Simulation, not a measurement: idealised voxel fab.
process module | voxel ribs on slabs
cross-section cut | 285 nm wide | cells 5 nm
A cross-section is a grid of square cells, given in bands from the top down. A band is one or more rows of cells.
Each band's line starts with the height of the band's top and of its bottom, in nm. Then come its materials from left to right, each with its width in nm. One material with "throughout" fills the band from edge to edge. "air" is empty space.
Height 0 is the level under which the wafer as received is all one material. The lowest band goes on downwards, as in "0 down".
A width such as "30 to 40" changes by the same amount from each row of cells to the next, from the band's top row to its bottom row.
"no change" after a step means that no cell of the cross-section changed.
closed voids: empty space of 8 cells or more with no open way to the top, each as width x height at its distance from the left edge, in nm
after a step's settings: what the simulator itself notes on the step
overlay nm, on a step with a mask: how far to the right of its planned place the mask lay; to the left if negative
plan
1 op RECEIVE | material Si
2 op DIRECTIONAL_DEP | material SiO2 | thk nm 30
3 op DIRECTIONAL_DEP | material SiN | thk nm 25
4 op DIRECTIONAL_DEP | material aC | thk nm 10
5 op PATTERN | tone cover | mask id RIB | material resist | width nm 20 | thk nm 25 | overlay nm 0
6 op DIRECTIONAL_ETCH | etch materials aC | depth nm 10
7 op STRIP | etch materials resist
8 op DIRECTIONAL_ETCH | etch materials SiN | depth nm 5
9 op STRIP | etch materials aC
10 op MASKED_ETCH | tone cover | mask id SLAB | width nm 60 | etch materials SiN | depth nm 20 | overlay nm 0
11 op FILL_DEP | material SiO2 | thk nm 25
12 op CMP | height nm 70
13 op DIRECTIONAL_DEP | material TiN | thk nm 10
14 op PATTERN | tone cover | mask id HEATER | material resist | width nm 40 | thk nm 20 | overlay nm 0
15 op DIRECTIONAL_ETCH | etch materials TiN | depth nm 10
16 op STRIP | etch materials resist
17 op CONFORMAL_DEP | material SiN | thk nm 5
varied across the wafers: width nm of step 5. The plan shows the first wafer's value. All wafers start alike
first wafer as received, after step 1
  0 down: Si throughout
  closed voids: none
each wafer at the end: cells of each material gained (+) or lost (-) since it was received, then its closed voids
width nm 20 | +113 SiN | +746 SiO2 | +16 TiN | closed voids: none
width nm 25 | +114 SiN | +745 SiO2 | +16 TiN | closed voids: none
width nm 30 | +115 SiN | +744 SiO2 | +16 TiN | closed voids: none
width nm 35 | +116 SiN | +743 SiO2 | +16 TiN | closed voids: none
width nm 40 | +117 SiN | +742 SiO2 | +16 TiN | closed voids: none
width nm 45 | +118 SiN | +741 SiO2 | +16 TiN | closed voids: none
